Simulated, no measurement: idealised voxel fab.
Process module in this document: voxel wiring stack
Square cell edge 5 nm, section width 155 nm, ID cut.
Cross-section spec: square-cell grid; bands listed top down; each band is one or more rows. Top height, bottom height, nm. Materials left to right, width each, nm. Single material + "throughout" = fills band edge to edge. "blank" = empty. All heights in this document are referenced to 0, defined as the level beneath which the wafer, as received, consists entirely of one material. The lowest band is not bounded below; it extends indefinitely downward and is written in the form "0 and below". The width entry "30 to 40" should be interpreted row by row: the top row of cells in the band takes the first number, the bottom row takes the second number, and the change between adjacent rows is uniform throughout. It should be understood that the words "nothing altered", when stated for a given step, signify that the cross-section underwent no change in any of its cells during that step. Any empty space of 8 cells or more lacking an open way to the top shows up in "Cavities, sealed" as width x height at distance, distance from the left edge, in nm. Formally, on a step line, whatever follows the settings is a remark that the simulator itself makes on the step. If you see "overlay nm" on a step's line and that step has a mask, it's telling you how far right of where it was planned the mask ended up; a negative number means it went left instead.
Set out below are the planned steps of the process
1. RECEIVE, material Si
2. CONFORMAL_DEP, material SiO2, thk nm 10
3. DIRECTIONAL_DEP, material TiN, thk nm 5
4. DIRECTIONAL_DEP, material Ru, thk nm 15
5. MASKED_ETCH, tone cover, mask id METAL_1, width nm 25, pitch nm 45, etch materials Ru, depth nm 15, overlay nm 0
6. MASKED_ETCH, tone cover, mask id METAL_1, width nm 25, pitch nm 45, etch materials TiN, depth nm 5, overlay nm 0
7. FILL_DEP, material lowk, thk nm 5
8. CMP, height nm 30
9. CONFORMAL_DEP, material SiCN, thk nm 5
10. DIRECTIONAL_DEP, material lowk, thk nm 10
11. MASKED_ETCH, tone open, mask id PLUG_1, width nm 15, pitch nm 45, etch materials lowk, depth nm 10, overlay nm 0
12. MASKED_ETCH, tone open, mask id PLUG_1, width nm 15, pitch nm 45, etch materials SiCN, depth nm 5, overlay nm 0
13. EPI, material Ru, thk nm 10
14. EPI, material Ru, thk nm 5
15. CONFORMAL_DEP, material SiCN, thk nm 5
16. DIRECTIONAL_DEP, material SiO2, thk nm 25
17. PATTERN, tone open, mask id METAL_2, material resist, width nm 25, pitch nm 45, thk nm 20, overlay nm 0
18. DIRECTIONAL_ETCH, etch materials SiO2, depth nm 25
19. DIRECTIONAL_ETCH, etch materials SiCN, depth nm 5
20. STRIP, etch materials resist
21. CONFORMAL_DEP, material TiN, thk nm 5
22. FILL_DEP, material Ru, thk nm 10
23. CMP, height nm 75
24. CONFORMAL_DEP, material SiCN, thk nm 5
25. DIRECTIONAL_DEP, material SiO2, thk nm 35
26. PATTERN, tone open, mask id METAL_3, material resist, width nm 25, pitch nm 45, thk nm 20, overlay nm 0
27. DIRECTIONAL_ETCH, etch materials SiO2, depth nm 20
28. STRIP, etch materials resist
29. MASKED_ETCH, tone open, mask id METAL_3_HOLES, width nm 15, pitch nm 90, etch materials SiO2, depth nm 15, overlay nm 0
30. MASKED_ETCH, tone open, mask id METAL_3_HOLES, width nm 15, pitch nm 90, etch materials SiCN, depth nm 5, overlay nm 0
31. CONFORMAL_DEP, material TiN, thk nm 5
32. FILL_DEP, material Cu, thk nm 5
33. CMP, height nm 115
34. CONFORMAL_DEP, material SiN, thk nm 5
Wafer-to-wafer difference: width nm, step 11. Common start. Plan = first wafer's value.
As-received state after step 1, first of several wafers, cross-section
    0 and below | Si throughout
    Cavities, sealed: none
The table below has one row for each wafer; a row shows, as of the end of the module, how many cells of each material the wafer has gained, marked (+), or lost, marked (-), since it was received, and then the wafer's closed voids
width nm 15; +35 Cu; +117 Ru; +63 SiCN; +31 SiN; +281 SiO2; +109 TiN; +108 lowk; Cavities, sealed: none
width nm 20; +35 Cu; +123 Ru; +63 SiCN; +31 SiN; +281 SiO2; +109 TiN; +102 lowk; Cavities, sealed: none
width nm 25; +35 Cu; +129 Ru; +63 SiCN; +31 SiN; +281 SiO2; +109 TiN; +96 lowk; Cavities, sealed: none
width nm 30; +35 Cu; +135 Ru; +63 SiCN; +31 SiN; +281 SiO2; +109 TiN; +90 lowk; Cavities, sealed: none
